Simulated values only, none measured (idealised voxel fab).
A process module follows: voxel double patterning.
The cross-section shown here is cut; it is 265 nm wide and divided into square cells measuring 5 nm on a side.
A cross-section is written here as square cells arranged in a grid, and it is given in bands from the top down, each band taking up one or more rows of cells.
Heads up on the band format: heights come first, top then bottom, in nm. After that it's the materials left to right, each with its width in nm. A single material flagged "edge to edge" fills the whole band edge to edge, and "empty" means there's empty space there.
Counting heights begins at 0, where everything beneath is, in the wafer as received, one material. The lowest band has no bottom; it goes on downwards, as "z 0 and below" shows.
Note: "30->40" means the width goes from the first number (top row of the band) to the second number (bottom row) in equal steps per row of cells.
Step marked "nothing altered"? Then no cell in the cross-section changed in it.
Each empty space that has no open way to the top and spans at least 8 cells appears under "Closed void table" as width x height at distance, the distance counted from the left edge, all in nm.
Note: text after step settings on the step line = simulator remark on that step.
The optional step-line setting "overlay nm" applies to steps with a mask and quantifies how far to the right of its planned location the mask lay, a negative value indicating leftward placement.
-- The following list gives the planned process steps
1) RECEIVE with material Si
2) CONFORMAL_DEP with material SiO2, thk nm 5
3) DIRECTIONAL_DEP with material W, thk nm 20
4) DIRECTIONAL_DEP with material SiCN, thk nm 10
5) PATTERN with tone open, mask id FIRST, material resist, width nm 15, pitch nm 50, thk nm 15, overlay nm 0
6) DIRECTIONAL_ETCH with etch materials SiCN, depth nm 10
7) STRIP with etch materials resist
8) PATTERN with tone open, mask id SECOND, material resist, width nm 15, thk nm 15, overlay nm 0
9) DIRECTIONAL_ETCH with etch materials SiCN, depth nm 10
10) STRIP with etch materials resist
11) DIRECTIONAL_ETCH with etch materials W, depth nm 20
12) STRIP with etch materials SiCN
-- Incoming wafer, cross-sectional view, post step 1
    z 0 and below = Si edge to edge
    Closed void table: none
-- The first of two wafers, cross-sectioned at the end of the module, with the run proceeding as planned
    z 25 to 5 = W 100 nm, then empty 15 nm, then W 10 nm, then empty 15 nm, then W 10 nm, then empty 15 nm, then W 100 nm
    z 5 to 0 = SiO2 edge to edge
    z 0 and below = Si edge to edge
    Closed void table: none
-- Second wafer of the two, sectioned at the end of the module. It began like the first and followed the same plan, but one mistake was made while running it
    z 25 to 5 = empty 100 nm, then W 15 nm, then empty 35 nm, then W 15 nm, then empty 100 nm
    z 5 to 0 = SiO2 edge to edge
    z 0 and below = Si edge to edge
    Closed void table: none
Which mistake was made when the wafer was run? contrary to plan, step 5 was performed as PATTERN with tone cover, mask id FIRST, material resist, width nm 15, pitch nm 50, thk nm 15, overlay nm 0
Wrapping up, a cell-based count of both wafers puts the second over or under the first for these materials: W: 152 fewer
